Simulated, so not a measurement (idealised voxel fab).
Process module heading - voxel capacitor over wiring
Square cells of 5 nm make up the cross-section cut, whose width is 140 nm.
A cross-section is written here as square cells arranged in a grid, and it is given in bands from the top down, each band taking up one or more rows of cells.
For a band, the entry starts with two heights in nm, that of the top and then that of the bottom, and carries on with the band's materials in order from left to right, each alongside its width in nm; the word "full width" beside a single material means it fills the band edge to edge, and "air" means empty space.
Ref level 0: as-received wafer is one material below here. Bottom band extends down with no lower bound ("0 down").
Width: "30->40" (first number = top row, second number = bottom row, same change from row to row of cells).
Step marked "remained unchanged"? Then no cell in the cross-section changed in it.
Closed-off voids of 8+ cells (no open route to the top) go in "Enclosed void catalog", written width x height at distance from the left edge, in nm.
Step line, after settings: the simulator's comment on this step.
The line of a step may include "overlay nm". On a step with a mask, this value is how far to the right of its planned place the mask lay. A negative value means the mask lay to the left.

### Process steps foreseen in the plan
1 RECEIVE [material Si]
2 CONFORMAL_DEP [material SiO2] [thk nm 10]
3 DIRECTIONAL_DEP [material TiN] [thk nm 5]
4 DIRECTIONAL_DEP [material Ru] [thk nm 25]
5 MASKED_ETCH [tone cover] [mask id METAL_1] [width nm 25] [pitch nm 80] [etch materials Ru] [depth nm 25] [overlay nm 0]
6 MASKED_ETCH [tone cover] [mask id METAL_1] [width nm 25] [pitch nm 80] [etch materials TiN] [depth nm 5] [overlay nm 0]
7 CONFORMAL_DEP [material SiN] [thk nm 5]
8 FILL_DEP [material SiO2] [thk nm 5]
9 CMP [height nm 40]
10 CONFORMAL_DEP [material SiCN] [thk nm 5]
11 DIRECTIONAL_DEP [material lowk] [thk nm 5]
12 DIRECTIONAL_DEP [material aC] [thk nm 10]
13 PATTERN [tone open] [mask id PLUG_1] [material resist] [width nm 15] [thk nm 25] [overlay nm 0]
14 DIRECTIONAL_ETCH [etch materials aC] [depth nm 10]
15 STRIP [etch materials resist]
16 DIRECTIONAL_ETCH [etch materials lowk] [depth nm 15]
17 DIRECTIONAL_ETCH [etch materials SiCN] [depth nm 5]
18 STRIP [etch materials aC]
19 CONFORMAL_DEP [material TiN] [thk nm 5]
20 FILL_DEP [material Ru] [thk nm 5]
21 CMP [height nm 60]
22 DIRECTIONAL_DEP [material TiN] [thk nm 5]
23 DIRECTIONAL_DEP [material Al2O3] [thk nm 5]
24 DIRECTIONAL_DEP [material TiN] [thk nm 10]
25 MASKED_ETCH [tone cover] [mask id UPPER_PLATE] [width nm 60] [etch materials TiN] [depth nm 10] [overlay nm 0]
26 MASKED_ETCH [tone cover] [mask id UPPER_PLATE] [width nm 60] [etch materials Al2O3] [depth nm 5] [overlay nm 0]
27 DIRECTIONAL_DEP [material aC] [thk nm 10]
28 PATTERN [tone cover] [mask id LOWER_PLATE] [material resist] [width nm 70] [thk nm 30] [overlay nm 0]
29 DIRECTIONAL_ETCH [etch materials aC] [depth nm 10]
30 STRIP [etch materials resist]
31 DIRECTIONAL_ETCH [etch materials TiN] [depth nm 5]
32 STRIP [etch materials aC]
33 FILL_DEP [material SiO2] [thk nm 20]
34 CMP [height nm 95]
35 PATTERN [tone open] [mask id PLUG_2] [material resist] [width nm 15] [thk nm 15] [overlay nm 0]
36 DIRECTIONAL_ETCH [etch materials SiO2] [depth nm 15]
37 STRIP [etch materials resist]
38 CONFORMAL_DEP [material TiN] [thk nm 5]
39 FILL_DEP [material Ru] [thk nm 5]
40 CMP [height nm 95]
41 CONFORMAL_DEP [material SiN] [thk nm 5]
For clarity, it should be stated that the wafers under discussion commence in an identical condition and differ with respect to the thk nm of step 11, the plan indicating the value that the first wafer had.

### So this is the first of several wafers, cross-sectioned as it came to us, meaning it's at the end of step 1
* 0 down  Si full width
* Enclosed void catalog: none

### Note: the following table is arranged by wafer, a row apiece. Each row reports the end-of-module state: per material, cells gained (+) or cells lost (-) compared with the wafer as received; closed voids follow
thk nm 5; +12 Al2O3; +82 Ru; +25 SiCN; +66 SiN; +263 SiO2; +87 TiN; +25 lowk; Enclosed void catalog: none
thk nm 10; +12 Al2O3; +55 Ru; +25 SiCN; +66 SiN; +263 SiO2; +89 TiN; +50 lowk; Enclosed void catalog: none
thk nm 15; +12 Al2O3; +55 Ru; +25 SiCN; +66 SiN; +263 SiO2; +64 TiN; +75 lowk; Enclosed void catalog: none
thk nm 20; +12 Al2O3; +53 Ru; +28 SiCN; +66 SiN; +263 SiO2; +60 TiN; +78 lowk; Enclosed void catalog: none
thk nm 25; +12 Al2O3; +52 Ru; +28 SiCN; +66 SiN; +263 SiO2; +58 TiN; +81 lowk; Enclosed void catalog: none
thk nm 30; +12 Al2O3; +52 Ru; +28 SiCN; +66 SiN; +263 SiO2; +55 TiN; +84 lowk; Enclosed void catalog: none
